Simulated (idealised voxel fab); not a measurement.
The process module presented herein is designated voxel double patterning.
Cross-section cut: width 170 nm, square cells of 5 nm.
Bands, listed from the top down, are how a cross-section gets written in this document; the cross-section itself is a grid of square cells, and a band is one or more rows of them.
First you get the band's top height and its bottom height, in nm, and then the materials it's made of, left to right, with each width in nm. If you see a single material with "edge to edge", that one covers the band edge to edge. "blank" is empty space.
Height reference: 0 = level under which incoming wafer is all one material. Lowest band: no bottom, runs on downward, e.g. "top 0, no bottom".
The notation "30->40" denotes a width that varies across the rows of cells in the band, beginning at the first number in the top row, finishing at the second number in the bottom row, and changing by an identical amount from each row to the next.
It should be understood that the words "nothing got changed", when stated for a given step, signify that the cross-section underwent no change in any of its cells during that step.
The entry titled "Closed voids list" provides the empty spaces that have no open way to the top, restricted to those of 8 cells or more. Each is presented as width x height at distance, the distance being measured from the left edge, with all three in nm.
Post-settings text on a step line: simulator's own remark regarding the step.
overlay nm: right-of-plan distance of the mask on a masked step; negative values mean left-of-plan.

These are the steps we planned for the process
1 RECEIVE with material Si
2 CONFORMAL_DEP with material SiN, thk nm 10
3 DIRECTIONAL_DEP with material SiO2, thk nm 15
4 DIRECTIONAL_DEP with material SiCN, thk nm 5
5 PATTERN with tone open, mask id FIRST, material resist, width nm 15, pitch nm 50, thk nm 15, overlay nm -15
6 DIRECTIONAL_ETCH with etch materials SiCN, depth nm 5
7 STRIP with etch materials resist
8 DIRECTIONAL_DEP with material aC, thk nm 10
9 PATTERN with tone open, mask id SECOND, material resist, width nm 15, thk nm 30, overlay nm 0
10 DIRECTIONAL_ETCH with etch materials aC, depth nm 10
11 STRIP with etch materials resist
12 DIRECTIONAL_ETCH with etch materials SiCN, depth nm 5
13 STRIP with etch materials aC
14 DIRECTIONAL_ETCH with etch materials SiO2, depth nm 15
15 STRIP with etch materials SiCN
All wafers enter the flow in the same state. The overlay nm at step 5 differs from wafer to wafer, and the plan gives the value for the first wafer.

Cross-section of the first of several wafers on receipt, reflecting completion of step 1
- top 0, no bottom = Si edge to edge
- Closed voids list: none

The figure below presents a cross-section of the first of several wafers at the conclusion of the module, following its last step, step 15
- top 25, bottom 10 = 35 nm SiO2, then 15 nm blank, then 25 nm SiO2, then 25 nm blank, then 70 nm SiO2
- top 10, bottom 0 = SiN edge to edge
- top 0, no bottom = Si edge to edge
- Closed voids list: none

Cross-sectional depiction of the last of several wafers upon completion of the module
- top 25, bottom 10 = 65 nm SiO2, then 25 nm blank, then 25 nm SiO2, then 15 nm blank, then 40 nm SiO2
- top 10, bottom 0 = SiN edge to edge
- top 0, no bottom = Si edge to edge
- Closed voids list: none

Per-wafer rows below. For each material: cells gained (+) or lost (-) since the wafer was received, as of end of module. Then: closed voids
overlay nm -15; +68 SiN; +78 SiO2; Closed voids list: none
overlay nm -10; +68 SiN; +75 SiO2; Closed voids list: none
overlay nm -5; +68 SiN; +75 SiO2; Closed voids list: none
overlay nm 0; +68 SiN; +75 SiO2; Closed voids list: none
overlay nm 5; +68 SiN; +75 SiO2; Closed voids list: none
overlay nm 10; +68 SiN; +75 SiO2; Closed voids list: none
overlay nm 15; +68 SiN; +78 SiO2; Closed voids list: none
